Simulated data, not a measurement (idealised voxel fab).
Module name: voxel wiring stack (process module)
cross-section cut | 230 nm wide | cells 5 nm
Cross-sections here: square-cell grids, written as top-down lists of bands, a band being one or more rows of cells.
It is stipulated that each band's entry specify, in nanometres, the height of the top of the band and then that of its bottom, followed by the materials of the band in left-to-right sequence, each together with its width in nanometres. A single material marked by the word "all across" is understood to fill the band from edge to edge; the word "blank" is understood to denote empty space.
Where do heights start? At 0: under that level the wafer as delivered is made of one material only. And the lowest band has no floor; it just carries on downward, as in "z 0 and below".
Quick explanation for "30 to 40": the width changes in equal steps down the rows of cells, from the first number in the band's top row to the second number in its bottom row.
The cross-section has no changed cell in any step marked "remained the same".
Empty spaces counting at least 8 cells and having no open way to the top are listed in "Enclosed internal voids". The notation width x height at distance is used for each, the distance being from the left edge and all three values in nm.
Read whatever lies past the settings on a step's line as the simulator's own remark about the step.
You can add "overlay nm" to a step's line. For a step with a mask, it describes how far the mask lay to the right of its planned position, and a negative number describes a lay to the left.
-- The following list gives the planned process steps
1) RECEIVE [material Si]
2) CONFORMAL_DEP [material SiO2] [thk nm 10]
3) DIRECTIONAL_DEP [material TiN] [thk nm 5]
4) DIRECTIONAL_DEP [material Ru] [thk nm 25]
5) MASKED_ETCH [tone cover] [mask id METAL_1] [width nm 25] [pitch nm 40] [etch materials Ru] [depth nm 25] [overlay nm 0]
6) MASKED_ETCH [tone cover] [mask id METAL_1] [width nm 25] [pitch nm 40] [etch materials TiN] [depth nm 5] [overlay nm 0]
7) CONFORMAL_DEP [material SiN] [thk nm 5]
8) FILL_DEP [material lowk] [thk nm 10]
9) CMP [height nm 40]
10) CONFORMAL_DEP [material SiCN] [thk nm 5]
11) DIRECTIONAL_DEP [material SiO2] [thk nm 15]
12) DIRECTIONAL_DEP [material aC] [thk nm 15]
13) PATTERN [tone open] [mask id PLUG_1] [material resist] [width nm 15] [pitch nm 80] [thk nm 35] [overlay nm 0]
14) DIRECTIONAL_ETCH [etch materials aC] [depth nm 15]
15) STRIP [etch materials resist]
16) DIRECTIONAL_ETCH [etch materials SiO2] [depth nm 15]
17) DIRECTIONAL_ETCH [etch materials SiCN] [depth nm 5]
18) STRIP [etch materials aC]
19) CONFORMAL_DEP [material TiN] [thk nm 5]
20) FILL_DEP [material Ru] [thk nm 5]
21) CMP [height nm 60]
22) DIRECTIONAL_DEP [material TiN] [thk nm 5]
23) DIRECTIONAL_DEP [material Ru] [thk nm 20]
24) MASKED_ETCH [tone cover] [mask id METAL_2] [width nm 25] [pitch nm 40] [etch materials Ru] [depth nm 20] [overlay nm 0]
25) MASKED_ETCH [tone cover] [mask id METAL_2] [width nm 25] [pitch nm 40] [etch materials TiN] [depth nm 5] [overlay nm 0]
26) CONFORMAL_DEP [material SiN] [thk nm 5]
27) FILL_DEP [material lowk] [thk nm 10]
28) CMP [height nm 85]
29) CONFORMAL_DEP [material SiCN] [thk nm 5]
-- Received-state cross-section, reflecting completion of step 1
	z 0 and below | Si all across
	Enclosed internal voids: none
-- Cross-section taken at module completion on the first of two wafers; processed per the plan
	z 90 to 85 | SiCN all across
	z 85 to 65 | 35 of lowk; 5 of SiN; 25 of Ru; 5 of SiN; 5 of lowk; 5 of SiN; 25 of Ru; 5 of SiN; 5 of lowk; 5 of SiN; 25 of Ru; 5 of SiN; 5 of lowk; 5 of SiN; 25 of Ru; 5 of SiN; 40 of lowk
	z 65 to 60 | 40 of SiN; 25 of TiN; 15 of SiN; 25 of TiN; 15 of SiN; 25 of TiN; 15 of SiN; 25 of TiN; 45 of SiN
	z 60 to 45 | 40 of SiO2; 5 of TiN; 5 of Ru; 5 of TiN; 65 of SiO2; 5 of TiN; 5 of Ru; 5 of TiN; 95 of SiO2
	z 45 to 40 | 40 of SiCN; 15 of TiN; 65 of SiCN; 15 of TiN; 95 of SiCN
	z 40 to 15 | 35 of lowk; 5 of SiN; 25 of Ru; 5 of SiN; 5 of lowk; 5 of SiN; 25 of Ru; 5 of SiN; 5 of lowk; 5 of SiN; 25 of Ru; 5 of SiN; 5 of lowk; 5 of SiN; 25 of Ru; 5 of SiN; 40 of lowk
	z 15 to 10 | 40 of SiN; 25 of TiN; 15 of SiN; 25 of TiN; 15 of SiN; 25 of TiN; 15 of SiN; 25 of TiN; 45 of SiN
	z 10 to 0 | SiO2 all across
	z 0 and below | Si all across
	Enclosed internal voids: none
-- Cross-section at end of module for the second wafer of two, which matched the first in starting point and plan and differed by one mistake in its processing
	z 90 to 85 | SiCN all across
	z 85 to 65 | 35 of lowk; 5 of SiN; 25 of Ru; 5 of SiN; 5 of lowk; 5 of SiN; 25 of Ru; 5 of SiN; 5 of lowk; 5 of SiN; 25 of Ru; 5 of SiN; 5 of lowk; 5 of SiN; 25 of Ru; 5 of SiN; 40 of lowk
	z 65 to 60 | 40 of SiN; 25 of TiN; 15 of SiN; 25 of TiN; 15 of SiN; 25 of TiN; 15 of SiN; 25 of TiN; 45 of SiN
	z 60 to 45 | 40 of SiO2; 5 of TiN; 5 of Ru; 5 of TiN; 65 of SiO2; 5 of TiN; 5 of Ru; 5 of TiN; 95 of SiO2
	z 45 to 40 | 40 of SiCN; 15 of TiN; 65 of SiCN; 15 of TiN; 95 of SiCN
	z 40 to 15 | lowk all across
	z 15 to 10 | TiN all across
	z 10 to 0 | SiO2 all across
	z 0 and below | Si all across
	Enclosed internal voids: none
What went wrong in running the wafer? heads up, step 4 didn't go per plan, it actually ran as DIRECTIONAL_DEP [material lowk] [thk nm 25]
Wrapping up, a cell-based count of both wafers puts the second over or under the first for these materials: Ru -100; SiN -66; TiN +26; lowk +140
